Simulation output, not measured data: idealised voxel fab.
process module | voxel double patterning
cross-section cut | 150 nm wide | cells 5 nm
A cross-section is a grid of square cells, given in bands from the top down. A band is one or more rows of cells.
Each band's line starts with the height of the band's top and of its bottom, in nm. Then come its materials from left to right, each with its width in nm. One material with "throughout" fills the band from edge to edge. "air" is empty space.
Height 0 is the level under which the wafer as received is all one material. The lowest band goes on downwards, as in "0 down".
A width such as "30 to 40" changes by the same amount from each row of cells to the next, from the band's top row to its bottom row.
"no change" after a step means that no cell of the cross-section changed.
closed voids: empty space of 8 cells or more with no open way to the top, each as width x height at its distance from the left edge, in nm
after a step's settings: what the simulator itself notes on the step
overlay nm, on a step with a mask: how far to the right of its planned place the mask lay; to the left if negative
plan
1 op RECEIVE | material Si
2 op CONFORMAL_DEP | material SiO2 | thk nm 10
3 op DIRECTIONAL_DEP | material TiN | thk nm 10
4 op DIRECTIONAL_DEP | material SiN | thk nm 5
5 op MASKED_ETCH | tone open | mask id FIRST | width nm 15 | pitch nm 50 | etch materials SiN | depth nm 5 | overlay nm 0
6 op DIRECTIONAL_DEP | material aC | thk nm 15
7 op PATTERN | tone open | mask id SECOND | material resist | width nm 15 | pitch nm 50 | thk nm 35 | overlay nm 0
8 op DIRECTIONAL_ETCH | etch materials aC | depth nm 15
9 op STRIP | etch materials resist
10 op DIRECTIONAL_ETCH | etch materials SiN | depth nm 5
11 op STRIP | etch materials aC
12 op DIRECTIONAL_ETCH | etch materials TiN | depth nm 10
13 op STRIP | etch materials SiN
as received, after step 1
  0 down: Si throughout
  closed voids: none
first wafer at the end, as planned
  20 to 10: TiN 15 | air 15 | TiN 10 | air 15 | TiN 10 | air 15 | TiN 10 | air 15 | TiN 10 | air 15 | TiN 20
  10 to 0: SiO2 throughout
  0 down: Si throughout
  closed voids: none
second wafer at the end: like start, like plan, one mistake
  10 to 0: TiN 15 | air 15 | TiN 10 | air 15 | TiN 10 | air 15 | TiN 10 | air 15 | TiN 10 | air 15 | TiN 20
  0 down: Si throughout
  closed voids: none
what went wrong: step 2 was left out
at the end the second wafer has, in cells: 60 fewer of SiO2
